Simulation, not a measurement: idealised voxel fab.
This section sets out a process module, namely voxel quadruple lines.
Each square cell in cross-section cut measures 5 nm, and the section as a whole is 190 nm wide.
A cross-section is written here as square cells arranged in a grid, and it is given in bands from the top down, each band taking up one or more rows of cells. Band entry format. Leading values: height of top, height of bottom, nm. Remainder: materials in left-to-right order, each with its width in nm. Special words: "everywhere" on a single material, which then fills the band edge to edge; "air", empty space. Basically, 0 is our baseline, since under it the wafer straight out of the box is all one material. The bottom band has no lower end and keeps on going down, so it looks like "from 0 down". Per-row width for "30->40": begins at first number (top row of band), ends at second number (bottom row), increment between rows held constant. It should be understood that the words "no modification", when stated for a given step, signify that the cross-section underwent no change in any of its cells during that step. The entry "Sealed voids" lists the empty spaces that cover at least 8 cells and have no open path to the top. Each is written as width x height at distance, where the distance is measured from the left edge and all three values are in nm. after a step's settings: what the simulator itself notes on the step. overlay nm: step with mask; distance mask lay right of planned place; negative value = left of planned place.

Set out below are the planned steps of the process
1,RECEIVE,material Si
2,CONFORMAL_DEP,material SiO2,thk nm 10
3,DIRECTIONAL_DEP,material W,thk nm 15
4,DIRECTIONAL_DEP,material polySi,thk nm 15
5,DIRECTIONAL_DEP,material aC,thk nm 25
6,PATTERN,tone cover,mask id MANDREL,material resist,width nm 20,pitch nm 60,thk nm 30,overlay nm 0
7,DIRECTIONAL_ETCH,etch materials aC,depth nm 25
8,STRIP,etch materials resist
9,CONFORMAL_DEP,material SiO2,thk nm 10
10,DIRECTIONAL_ETCH,etch materials SiO2,depth nm 10
11,STRIP,etch materials aC
12,DIRECTIONAL_ETCH,etch materials polySi,depth nm 15
13,STRIP,etch materials SiO2
14,CONFORMAL_DEP,material SiCN,thk nm 5
15,DIRECTIONAL_ETCH,etch materials SiCN,depth nm 5
16,STRIP,etch materials polySi
17,DIRECTIONAL_ETCH,etch materials W,depth nm 15
18,STRIP,etch materials SiCN

Run as planned: first of two wafers

Cross-section of the wafer upon arrival, representing the state reached after step 1
	from 0 down  Si everywhere
	Sealed voids: none

State of the wafer after step 2, shown in cross-section
	from 10 to 0  SiO2 everywhere
	Below a height of 0, the structure has not been altered.

State of the wafer after step 3, shown in cross-section
	from 25 to 10  W everywhere
	Below a height of 10, the structure has not been altered.

State of the wafer after step 4, shown in cross-section
	from 40 to 25  polySi everywhere
	Below a height of 25, the structure has not been altered.

State of the wafer after step 5, shown in cross-section
	from 65 to 40  aC everywhere
	Below a height of 40, the structure has not been altered.

State of the wafer after step 6, shown in cross-section
	from 95 to 65  air (55) | resist (20) | air (40) | resist (20) | air (55)
	Below a height of 65, the structure has not been altered.

State of the wafer after step 7, shown in cross-section
	from 70 to 65  air (55) | resist (20) | air (40) | resist (20) | air (55)
	from 65 to 40  air (55) | aC (20) | air (40) | aC (20) | air (55)
	Below a height of 40, the structure has not been altered.

State of the wafer after step 8, shown in cross-section
	from 65 to 40  air (55) | aC (20) | air (40) | aC (20) | air (55)
	Below a height of 40, the structure has not been altered.

State of the wafer after step 9, shown in cross-section
	from 75 to 65  air (45) | SiO2 (40) | air (20) | SiO2 (40) | air (45)
	from 65 to 50  air (45) | SiO2 (10) | aC (20) | SiO2 (10) | air (20) | SiO2 (10) | aC (20) | SiO2 (10) | air (45)
	from 50 to 40  SiO2 (55) | aC (20) | SiO2 (40) | aC (20) | SiO2 (55)
	Below a height of 40, the structure has not been altered.

State of the wafer after step 10, shown in cross-section
	from 65 to 40  air (45) | SiO2 (10) | aC (20) | SiO2 (10) | air (20) | SiO2 (10) | aC (20) | SiO2 (10) | air (45)
	Below a height of 40, the structure has not been altered.

State of the wafer after step 11, shown in cross-section
	from 65 to 40  air (45) | SiO2 (10) | air (20) | SiO2 (10) | air (20) | SiO2 (10) | air (20) | SiO2 (10) | air (45)
	Below a height of 40, the structure has not been altered.

State of the wafer after step 12, shown in cross-section
	from 65 to 40  air (45) | SiO2 (10) | air (20) | SiO2 (10) | air (20) | SiO2 (10) | air (20) | SiO2 (10) | air (45)
	from 40 to 25  air (45) | polySi (10) | air (20) | polySi (10) | air (20) | polySi (10) | air (20) | polySi (10) | air (45)
	Below a height of 25, the structure has not been altered.

State of the wafer after step 13, shown in cross-section
	from 40 to 25  air (45) | polySi (10) | air (20) | polySi (10) | air (20) | polySi (10) | air (20) | polySi (10) | air (45)
	Below a height of 25, the structure has not been altered.

State of the wafer after step 14, shown in cross-section
	from 45 to 40  air (40) | SiCN (20) | air (10) | SiCN (20) | air (10) | SiCN (20) | air (10) | SiCN (20) | air (40)
	from 40 to 30  air (40) | SiCN (5) | polySi (10) | SiCN (5) | air (10) | SiCN (5) | polySi (10) | SiCN (5) | air (10) | SiCN (5) | polySi (10) | SiCN (5) | air (10) | SiCN (5) | polySi (10) | SiCN (5) | air (40)
	from 30 to 25  SiCN (45) | polySi (10) | SiCN (20) | polySi (10) | SiCN (20) | polySi (10) | SiCN (20) | polySi (10) | SiCN (45)
	Below a height of 25, the structure has not been altered.

State of the wafer after step 15, shown in cross-section
	from 40 to 25  air (40) | SiCN (5) | polySi (10) | SiCN (5) | air (10) | SiCN (5) | polySi (10) | SiCN (5) | air (10) | SiCN (5) | polySi (10) | SiCN (5) | air (10) | SiCN (5) | polySi (10) | SiCN (5) | air (40)
	Below a height of 25, the structure has not been altered.

State of the wafer after step 16, shown in cross-section
	from 40 to 25  air (40) | SiCN (5) | air (10) | SiCN (5) | air (10) | SiCN (5) | air (10) | SiCN (5) | air (10) | SiCN (5) | air (10) | SiCN (5) | air (10) | SiCN (5) | air (10) | SiCN (5) | air (40)
	Below a height of 25, the structure has not been altered.

State of the wafer after step 17, shown in cross-section
	from 40 to 25  air (40) | SiCN (5) | air (10) | SiCN (5) | air (10) | SiCN (5) | air (10) | SiCN (5) | air (10) | SiCN (5) | air (10) | SiCN (5) | air (10) | SiCN (5) | air (10) | SiCN (5) | air (40)
	from 25 to 10  air (40) | W (5) | air (10) | W (5) | air (10) | W (5) | air (10) | W (5) | air (10) | W (5) | air (10) | W (5) | air (10) | W (5) | air (10) | W (5) | air (40)
	Below a height of 10, the structure has not been altered.

State of the wafer after step 18, shown in cross-section
	from 25 to 10  air (40) | W (5) | air (10) | W (5) | air (10) | W (5) | air (10) | W (5) | air (10) | W (5) | air (10) | W (5) | air (10) | W (5) | air (10) | W (5) | air (40)
	Below a height of 10, the structure has not been altered.

Wafer two of the pair: same origin, same plan, one error during the run; identical to wafer one up to and including step 5

Planned end of step 6: second wafer, cross-section
	from 95 to 65  air (65) | resist (20) | air (40) | resist (20) | air (45)
	Below a height of 65, the structure has not been altered.

Planned end of step 7: second wafer, cross-section
	from 70 to 65  air (65) | resist (20) | air (40) | resist (20) | air (45)
	from 65 to 40  air (65) | aC (20) | air (40) | aC (20) | air (45)
	Below a height of 40, the structure has not been altered.

Planned end of step 8: second wafer, cross-section
	from 65 to 40  air (65) | aC (20) | air (40) | aC (20) | air (45)
	Below a height of 40, the structure has not been altered.

Planned end of step 9: second wafer, cross-section
	from 75 to 65  air (55) | SiO2 (40) | air (20) | SiO2 (40) | air (35)
	from 65 to 50  air (55) | SiO2 (10) | aC (20) | SiO2 (10) | air (20) | SiO2 (10) | aC (20) | SiO2 (10) | air (35)
	from 50 to 40  SiO2 (65) | aC (20) | SiO2 (40) | aC (20) | SiO2 (45)
	Below a height of 40, the structure has not been altered.

Planned end of step 10: second wafer, cross-section
	from 65 to 40  air (55) | SiO2 (10) | aC (20) | SiO2 (10) | air (20) | SiO2 (10) | aC (20) | SiO2 (10) | air (35)
	Below a height of 40, the structure has not been altered.

Planned end of step 11: second wafer, cross-section
	from 65 to 40  air (55) | SiO2 (10) | air (20) | SiO2 (10) | air (20) | SiO2 (10) | air (20) | SiO2 (10) | air (35)
	Below a height of 40, the structure has not been altered.

Planned end of step 12: second wafer, cross-section
	from 65 to 40  air (55) | SiO2 (10) | air (20) | SiO2 (10) | air (20) | SiO2 (10) | air (20) | SiO2 (10) | air (35)
	from 40 to 25  air (55) | polySi (10) | air (20) | polySi (10) | air (20) | polySi (10) | air (20) | polySi (10) | air (35)
	Below a height of 25, the structure has not been altered.

Planned end of step 13: second wafer, cross-section
	from 40 to 25  air (55) | polySi (10) | air (20) | polySi (10) | air (20) | polySi (10) | air (20) | polySi (10) | air (35)
	Below a height of 25, the structure has not been altered.

Planned end of step 14: second wafer, cross-section
	from 45 to 40  air (50) | SiCN (20) | air (10) | SiCN (20) | air (10) | SiCN (20) | air (10) | SiCN (20) | air (30)
	from 40 to 30  air (50) | SiCN (5) | polySi (10) | SiCN (5) | air (10) | SiCN (5) | polySi (10) | SiCN (5) | air (10) | SiCN (5) | polySi (10) | SiCN (5) | air (10) | SiCN (5) | polySi (10) | SiCN (5) | air (30)
	from 30 to 25  SiCN (55) | polySi (10) | SiCN (20) | polySi (10) | SiCN (20) | polySi (10) | SiCN (20) | polySi (10) | SiCN (35)
	Below a height of 25, the structure has not been altered.

Planned end of step 15: second wafer, cross-section
	from 40 to 25  air (50) | SiCN (5) | polySi (10) | SiCN (5) | air (10) | SiCN (5) | polySi (10) | SiCN (5) | air (10) | SiCN (5) | polySi (10) | SiCN (5) | air (10) | SiCN (5) | polySi (10) | SiCN (5) | air (30)
	Below a height of 25, the structure has not been altered.

Planned end of step 16: second wafer, cross-section
	from 40 to 25  air (50) | SiCN (5) | air (10) | SiCN (5) | air (10) | SiCN (5) | air (10) | SiCN (5) | air (10) | SiCN (5) | air (10) | SiCN (5) | air (10) | SiCN (5) | air (10) | SiCN (5) | air (30)
	Below a height of 25, the structure has not been altered.

Planned end of step 17: second wafer, cross-section
	from 40 to 25  air (50) | SiCN (5) | air (10) | SiCN (5) | air (10) | SiCN (5) | air (10) | SiCN (5) | air (10) | SiCN (5) | air (10) | SiCN (5) | air (10) | SiCN (5) | air (10) | SiCN (5) | air (30)
	from 25 to 10  air (50) | W (5) | air (10) | W (5) | air (10) | W (5) | air (10) | W (5) | air (10) | W (5) | air (10) | W (5) | air (10) | W (5) | air (10) | W (5) | air (30)
	Below a height of 10, the structure has not been altered.

Planned end of step 18: second wafer, cross-section
	from 25 to 10  air (50) | W (5) | air (10) | W (5) | air (10) | W (5) | air (10) | W (5) | air (10) | W (5) | air (10) | W (5) | air (10) | W (5) | air (10) | W (5) | air (30)
	Below a height of 10, the structure has not been altered.
Deviation noted in wafer processing: step 6 ran differently from the plan; actual operation with settings: PATTERN,tone cover,mask id MANDREL,material resist,width nm 20,pitch nm 60,thk nm 30,overlay nm 10
Final wafers compared: equal cell tally per material, rearranged layout.
